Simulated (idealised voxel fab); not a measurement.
process module | voxel air gaps
cross-section cut | 210 nm wide | cells 5 nm
A cross-section is a grid of square cells, given in bands from the top down. A band is one or more rows of cells.
Each band's line starts with the height of the band's top and of its bottom, in nm. Then come its materials from left to right, each with its width in nm. One material with "throughout" fills the band from edge to edge. "air" is empty space.
Height 0 is the level under which the wafer as received is all one material. The lowest band goes on downwards, as in "0 down".
A width such as "30 to 40" changes by the same amount from each row of cells to the next, from the band's top row to its bottom row.
"no change" after a step means that no cell of the cross-section changed.
closed voids: empty space of 8 cells or more with no open way to the top, each as width x height at its distance from the left edge, in nm
after a step's settings: what the simulator itself notes on the step
overlay nm, on a step with a mask: how far to the right of its planned place the mask lay; to the left if negative
plan
1 op RECEIVE | material Si
2 op CONFORMAL_DEP | material SiO2 | thk nm 10
3 op CONFORMAL_DEP | material SiCN | thk nm 5
4 op DIRECTIONAL_DEP | material lowk | thk nm 35
5 op MASKED_ETCH | tone open | mask id LINES | width nm 20 | pitch nm 50 | etch materials lowk | depth nm 35 | overlay nm 0
6 op CONFORMAL_DEP | material TiN | thk nm 5
7 op FILL_DEP | material W | thk nm 5
8 op CMP | height nm 50
9 op EPI | material Ru | thk nm 10
10 op SELECTIVE_ETCH | etch materials lowk | depth nm 45
11 op CONFORMAL_DEP | material SiCN | thk nm 5
as received, after step 1
  0 down: Si throughout
  closed voids: none
a wafer at the end: this start, this plan, one mistake
  65 to 60: SiCN throughout
  60 to 50: Ru throughout
  50 to 45: TiN 25 | W 10 | TiN 40 | W 10 | TiN 40 | W 10 | TiN 40 | W 10 | TiN 25
  45 to 15: lowk 20 | TiN 5 | W 10 | TiN 5 | lowk 30 | TiN 5 | W 10 | TiN 5 | lowk 30 | TiN 5 | W 10 | TiN 5 | lowk 30 | TiN 5 | W 10 | TiN 5 | lowk 20
  15 to 10: lowk 20 | TiN 20 | lowk 30 | TiN 20 | lowk 30 | TiN 20 | lowk 30 | TiN 20 | lowk 20
  10 to 0: SiO2 throughout
  0 down: Si throughout
  closed voids: none
what went wrong: step 3 was left out
